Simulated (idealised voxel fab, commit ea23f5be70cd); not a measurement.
Process module under the name voxel fin reveal
Section shown: cut. Width: 200 nm. Cell size: 5 nm, square.
Format of a cross-section: grid, square cells. Given as bands. Order: top down. Band: one or more rows of cells. Quick guide to a band line: top height, bottom height (nm) up front; then every material left to right with its width in nm. Only one material and it's marked "everywhere"? Then it fills the band edge to edge. And "air" just means empty space. All heights in this document are referenced to 0, defined as the level beneath which the wafer, as received, consists entirely of one material. The lowest band is not bounded below; it extends indefinitely downward and is written in the form "0 down". A width given as "30..40" starts at the first number in the band's top row and ends at the second number in its bottom row, shifting by an equal amount at every step from row to row. Where the words "no change occurred" appear for a step, the cross-section shows no cell changed by that step; every cell remained as before. Any empty space of 8 cells or more lacking an open way to the top shows up in "Sealed cavities" as width x height at distance, distance from the left edge, in nm. Where a step's line continues beyond its settings, the continuation is a remark by the simulator itself on that step. overlay nm: right-of-plan distance of the mask on a masked step; negative values mean left-of-plan.
## Process steps foreseen in the plan
1. RECEIVE (material Si)
2. CONFORMAL_DEP (material SiN; thk nm 5)
3. DIRECTIONAL_DEP (material aC; thk nm 10)
4. PATTERN (tone cover; mask id FINS; material resist; width nm 15; pitch nm 35; thk nm 30; overlay nm 0)
5. DIRECTIONAL_ETCH (etch materials aC; depth nm 10)
6. STRIP (etch materials resist)
7. DIRECTIONAL_ETCH (etch materials SiN; depth nm 5)
8. DIRECTIONAL_ETCH (etch materials Si; depth nm 35)
9. STRIP (etch materials aC)
10. OXIDIZE (depth nm 5)
11. FILL_DEP (material SiO2; thk nm 5)
12. CMP (height nm 5)
13. SELECTIVE_ETCH (etch materials SiO2; depth nm 20)
14. STRIP (etch materials SiN)
## First of two wafers, processed according to plan
## as received, after step 1
	0 down  Si everywhere
	Sealed cavities: none
## How the wafer stands in section after step 2
	5 to 0  SiN everywhere
	below 0: unchanged
## How the wafer stands in section after step 3
	15 to 5  aC everywhere
	below 5: unchanged
## How the wafer stands in section after step 4
	45 to 15  air 40, then resist 15, then air 20, then resist 15, then air 20, then resist 15, then air 20, then resist 15, then air 40
	below 15: unchanged
## How the wafer stands in section after step 5
	35 to 15  air 40, then resist 15, then air 20, then resist 15, then air 20, then resist 15, then air 20, then resist 15, then air 40
	15 to 5  air 40, then aC 15, then air 20, then aC 15, then air 20, then aC 15, then air 20, then aC 15, then air 40
	below 5: unchanged
## How the wafer stands in section after step 6
	15 to 5  air 40, then aC 15, then air 20, then aC 15, then air 20, then aC 15, then air 20, then aC 15, then air 40
	below 5: unchanged
## How the wafer stands in section after step 7
	15 to 5  air 40, then aC 15, then air 20, then aC 15, then air 20, then aC 15, then air 20, then aC 15, then air 40
	5 to 0  air 40, then SiN 15, then air 20, then SiN 15, then air 20, then SiN 15, then air 20, then SiN 15, then air 40
	below 0: unchanged
## How the wafer stands in section after step 8
	15 to 5  air 40, then aC 15, then air 20, then aC 15, then air 20, then aC 15, then air 20, then aC 15, then air 40
	5 to 0  air 40, then SiN 15, then air 20, then SiN 15, then air 20, then SiN 15, then air 20, then SiN 15, then air 40
	0 to -35  air 40, then Si 15, then air 20, then Si 15, then air 20, then Si 15, then air 20, then Si 15, then air 40
	below -35: unchanged
## How the wafer stands in section after step 9
	5 to 0  air 40, then SiN 15, then air 20, then SiN 15, then air 20, then SiN 15, then air 20, then SiN 15, then air 40
	below 0: unchanged
## How the wafer stands in section after step 10
	5 to 0  air 40, then SiN 15, then air 20, then SiN 15, then air 20, then SiN 15, then air 20, then SiN 15, then air 40
	0 to -35  air 40, then SiO2 5, then Si 5, then SiO2 5, then air 20, then SiO2 5, then Si 5, then SiO2 5, then air 20, then SiO2 5, then Si 5, then SiO2 5, then air 20, then SiO2 5, then Si 5, then SiO2 5, then air 40
	-35 to -40  SiO2 45, then Si 5, then SiO2 30, then Si 5, then SiO2 30, then Si 5, then SiO2 30, then Si 5, then SiO2 45
	below -40: unchanged
## How the wafer stands in section after step 11
	10 to 5  SiO2 everywhere
	5 to 0  SiO2 40, then SiN 15, then SiO2 20, then SiN 15, then SiO2 20, then SiN 15, then SiO2 20, then SiN 15, then SiO2 40
	0 to -40  SiO2 45, then Si 5, then SiO2 30, then Si 5, then SiO2 30, then Si 5, then SiO2 30, then Si 5, then SiO2 45
	below -40: unchanged
## How the wafer stands in section after step 12
	5 to 0  SiO2 40, then SiN 15, then SiO2 20, then SiN 15, then SiO2 20, then SiN 15, then SiO2 20, then SiN 15, then SiO2 40
	below 0: unchanged
## How the wafer stands in section after step 13
	5 to 0  air 40, then SiN 15, then air 20, then SiN 15, then air 20, then SiN 15, then air 20, then SiN 15, then air 40
	0 to -15  air 45, then Si 5, then air 30, then Si 5, then air 30, then Si 5, then air 30, then Si 5, then air 45
	below -15: unchanged
## How the wafer stands in section after step 14
	0 to -15  air 45, then Si 5, then air 30, then Si 5, then air 30, then Si 5, then air 30, then Si 5, then air 45
	below -15: unchanged
## Second wafer - shared start and plan with the first - one error in running - same as the first up to step 3 inclusive
## The second wafer cut through, at the time step 4 was supposed to be finished
	45 to 15  air 40, then resist 20, then air 15, then resist 20, then air 15, then resist 20, then air 15, then resist 20, then air 35
	below 15: unchanged
## The second wafer cut through, at the time step 5 was supposed to be finished
	35 to 15  air 40, then resist 20, then air 15, then resist 20, then air 15, then resist 20, then air 15, then resist 20, then air 35
	15 to 5  air 40, then aC 20, then air 15, then aC 20, then air 15, then aC 20, then air 15, then aC 20, then air 35
	below 5: unchanged
## The second wafer cut through, at the time step 6 was supposed to be finished
	15 to 5  air 40, then aC 20, then air 15, then aC 20, then air 15, then aC 20, then air 15, then aC 20, then air 35
	below 5: unchanged
## The second wafer cut through, at the time step 7 was supposed to be finished
	15 to 5  air 40, then aC 20, then air 15, then aC 20, then air 15, then aC 20, then air 15, then aC 20, then air 35
	5 to 0  air 40, then SiN 20, then air 15, then SiN 20, then air 15, then SiN 20, then air 15, then SiN 20, then air 35
	below 0: unchanged
## The second wafer cut through, at the time step 8 was supposed to be finished
	15 to 5  air 40, then aC 20, then air 15, then aC 20, then air 15, then aC 20, then air 15, then aC 20, then air 35
	5 to 0  air 40, then SiN 20, then air 15, then SiN 20, then air 15, then SiN 20, then air 15, then SiN 20, then air 35
	0 to -35  air 40, then Si 20, then air 15, then Si 20, then air 15, then Si 20, then air 15, then Si 20, then air 35
	below -35: unchanged
## The second wafer cut through, at the time step 9 was supposed to be finished
	5 to 0  air 40, then SiN 20, then air 15, then SiN 20, then air 15, then SiN 20, then air 15, then SiN 20, then air 35
	below 0: unchanged
## The second wafer cut through, at the time step 10 was supposed to be finished
	5 to 0  air 40, then SiN 20, then air 15, then SiN 20, then air 15, then SiN 20, then air 15, then SiN 20, then air 35
	0 to -35  air 40, then SiO2 5, then Si 10, then SiO2 5, then air 15, then SiO2 5, then Si 10, then SiO2 5, then air 15, then SiO2 5, then Si 10, then SiO2 5, then air 15, then SiO2 5, then Si 10, then SiO2 5, then air 35
	-35 to -40  SiO2 45, then Si 10, then SiO2 25, then Si 10, then SiO2 25, then Si 10, then SiO2 25, then Si 10, then SiO2 40
	below -40: unchanged
## The second wafer cut through, at the time step 11 was supposed to be finished
	10 to 5  SiO2 everywhere
	5 to 0  SiO2 40, then SiN 20, then SiO2 15, then SiN 20, then SiO2 15, then SiN 20, then SiO2 15, then SiN 20, then SiO2 35
	0 to -40  SiO2 45, then Si 10, then SiO2 25, then Si 10, then SiO2 25, then Si 10, then SiO2 25, then Si 10, then SiO2 40
	below -40: unchanged
## The second wafer cut through, at the time step 12 was supposed to be finished
	5 to 0  SiO2 40, then SiN 20, then SiO2 15, then SiN 20, then SiO2 15, then SiN 20, then SiO2 15, then SiN 20, then SiO2 35
	below 0: unchanged
## The second wafer cut through, at the time step 13 was supposed to be finished
	5 to 0  air 40, then SiN 20, then air 15, then SiN 20, then air 15, then SiN 20, then air 15, then SiN 20, then air 35
	0 to -15  air 45, then Si 10, then air 25, then Si 10, then air 25, then Si 10, then air 25, then Si 10, then air 40
	below -15: unchanged
## The second wafer cut through, at the time step 14 was supposed to be finished
	0 to -15  air 45, then Si 10, then air 25, then Si 10, then air 25, then Si 10, then air 25, then Si 10, then air 40
	below -15: unchanged
Misprocessing identified: step 4 was run on a setting that differed from the plan, and what really ran there is PATTERN (tone cover; mask id FINS; material resist; width nm 20; pitch nm 35; thk nm 30; overlay nm 0)
End check, counted in cells, second wafer has more or fewer of these materials than the first: +32 Si, -20 SiO2
